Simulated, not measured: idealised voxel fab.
The document below concerns the process module designated voxel self aligned vias.
Displayed cross-section: cut, width of 240 nm, square cells sized 5 nm.
Throughout this document, each cross-section is represented as a grid of square cells and is presented as a sequence of bands enumerated from the top downward, where a band comprises one or more rows of cells.
What a band's entry tells you: where the top is and where the bottom is, as heights in nm, and after that what lies inside, material by material from left to right, each with its width in nm. Empty space is written as the word "empty", and a single material marked with the word "full width" occupies the band from edge to edge.
A quick word on heights: they are counted from 0, and under that level the wafer as it came to us is one material throughout. The lowest band is different from the rest in having no bottom; it simply continues downward, written as in "0 nm and below".
The width entry "30->40" should be interpreted row by row: the top row of cells in the band takes the first number, the bottom row takes the second number, and the change between adjacent rows is uniform throughout.
Reading "remains unaltered" for a step: not a cell of the cross-section changed in it.
Entry "Enclosed empty spaces" = empty spaces >= 8 cells with no open way to the top; each as width x height at distance, distance from left edge, all nm.
On each step's line, the part that comes after the settings is the simulator's own comment on the step.
overlay nm: for a step with a mask, the amount by which the mask lay right of where it was planned; a negative amount means left of it.

Listed below are the process steps as planned:
1 RECEIVE: material Si
2 CONFORMAL_DEP: material SiO2, thk nm 15
3 CONFORMAL_DEP: material SiCN, thk nm 5
4 DIRECTIONAL_DEP: material SiO2, thk nm 20
5 DIRECTIONAL_DEP: material aC, thk nm 10
6 PATTERN: tone open, mask id LINES, material resist, width nm 20, pitch nm 50, thk nm 30, overlay nm 0
7 DIRECTIONAL_ETCH: etch materials aC, depth nm 10
8 STRIP: etch materials resist
9 DIRECTIONAL_ETCH: etch materials SiO2, depth nm 30
10 STRIP: etch materials aC
11 CONFORMAL_DEP: material TiN, thk nm 5
12 FILL_DEP: material Ru, thk nm 5
13 CMP: height nm 50
14 SELECTIVE_ETCH: etch materials W Ru TiN, depth nm 5
15 FILL_DEP: material SiN, thk nm 5
16 CMP: height nm 50
17 DIRECTIONAL_DEP: material SiO2, thk nm 20
18 PATTERN: tone open, mask id VIAS, material resist, width nm 30, pitch nm 100, thk nm 20, overlay nm 0
19 DIRECTIONAL_ETCH: etch materials SiO2, depth nm 20
20 DIRECTIONAL_ETCH: etch materials SiN, depth nm 5
21 STRIP: etch materials resist
22 CONFORMAL_DEP: material TiN, thk nm 5
23 FILL_DEP: material Cu, thk nm 5
24 CMP: height nm 70
25 CONFORMAL_DEP: material SiN, thk nm 5
The wafers are alike at the start. At step 4, their thk nm differs. The plan lists the first wafer's value.

Here's the first of the wafers in cross-section, just as we got it, i.e. after step 1:
- 0 nm and below  Si full width
- Enclosed empty spaces: none

Here's the first of several wafers in cross-section, end of the module, after the last step, step 25:
- 75 nm to 70 nm  SiN full width
- 70 nm to 50 nm  SiO2 55 nm / TiN 5 nm / Cu 20 nm / TiN 5 nm / SiO2 70 nm / TiN 5 nm / Cu 20 nm / TiN 5 nm / SiO2 55 nm
- 50 nm to 45 nm  SiN 55 nm / TiN 30 nm / SiN 70 nm / TiN 30 nm / SiN 55 nm
- 45 nm to 40 nm  TiN 65 nm / Ru 10 nm / TiN 40 nm / Ru 10 nm / TiN 40 nm / Ru 10 nm / TiN 65 nm
- 40 nm to 25 nm  SiO2 60 nm / TiN 5 nm / Ru 10 nm / TiN 5 nm / SiO2 30 nm / TiN 5 nm / Ru 10 nm / TiN 5 nm / SiO2 30 nm / TiN 5 nm / Ru 10 nm / TiN 5 nm / SiO2 60 nm
- 25 nm to 20 nm  SiO2 60 nm / TiN 20 nm / SiO2 30 nm / TiN 20 nm / SiO2 30 nm / TiN 20 nm / SiO2 60 nm
- 20 nm to 15 nm  SiCN full width
- 15 nm to 0 nm  SiO2 full width
- 0 nm and below  Si full width
- Enclosed empty spaces: none

Last wafer x-sec, end of module:
- 75 nm to 70 nm  SiN full width
- 70 nm to 55 nm  SiO2 55 nm / TiN 5 nm / Cu 20 nm / TiN 5 nm / SiO2 70 nm / TiN 5 nm / Cu 20 nm / TiN 5 nm / SiO2 55 nm
- 55 nm to 50 nm  SiO2 55 nm / TiN 10 nm / Cu 10 nm / TiN 10 nm / SiO2 70 nm / TiN 10 nm / Cu 10 nm / TiN 10 nm / SiO2 55 nm
- 50 nm to 45 nm  SiO2 60 nm / TiN 20 nm / SiO2 30 nm / SiN 20 nm / SiO2 30 nm / TiN 20 nm / SiO2 60 nm
- 45 nm to 40 nm  SiO2 60 nm / TiN 5 nm / Ru 10 nm / TiN 5 nm / SiO2 30 nm / TiN 5 nm / Ru 10 nm / TiN 5 nm / SiO2 30 nm / TiN 5 nm / Ru 10 nm / TiN 5 nm / SiO2 60 nm
- 40 nm to 35 nm  SiO2 60 nm / TiN 20 nm / SiO2 30 nm / TiN 20 nm / SiO2 30 nm / TiN 20 nm / SiO2 60 nm
- 35 nm to 20 nm  SiO2 full width
- 20 nm to 15 nm  SiCN full width
- 15 nm to 0 nm  SiO2 full width
- 0 nm and below  Si full width
- Enclosed empty spaces: none

Per wafer (row), end of module: delta in cells per material since receipt, (+) for gained, (-) for lost; closed voids after that:
thk nm 20; +32 Cu; +24 Ru; +48 SiCN; +84 SiN; +432 SiO2; +100 TiN; Enclosed empty spaces: none
thk nm 25; +32 Cu; +24 Ru; +48 SiCN; +84 SiN; +468 SiO2; +64 TiN; Enclosed empty spaces: none
thk nm 30; +28 Cu; +24 Ru; +48 SiCN; +52 SiN; +504 SiO2; +64 TiN; Enclosed empty spaces: none
thk nm 35; +28 Cu; +18 Ru; +48 SiCN; +52 SiN; +516 SiO2; +58 TiN; Enclosed empty spaces: none
thk nm 40; +28 Cu; +12 Ru; +48 SiCN; +52 SiN; +528 SiO2; +52 TiN; Enclosed empty spaces: none
thk nm 45; +28 Cu; +6 Ru; +48 SiCN; +52 SiN; +540 SiO2; +46 TiN; Enclosed empty spaces: none
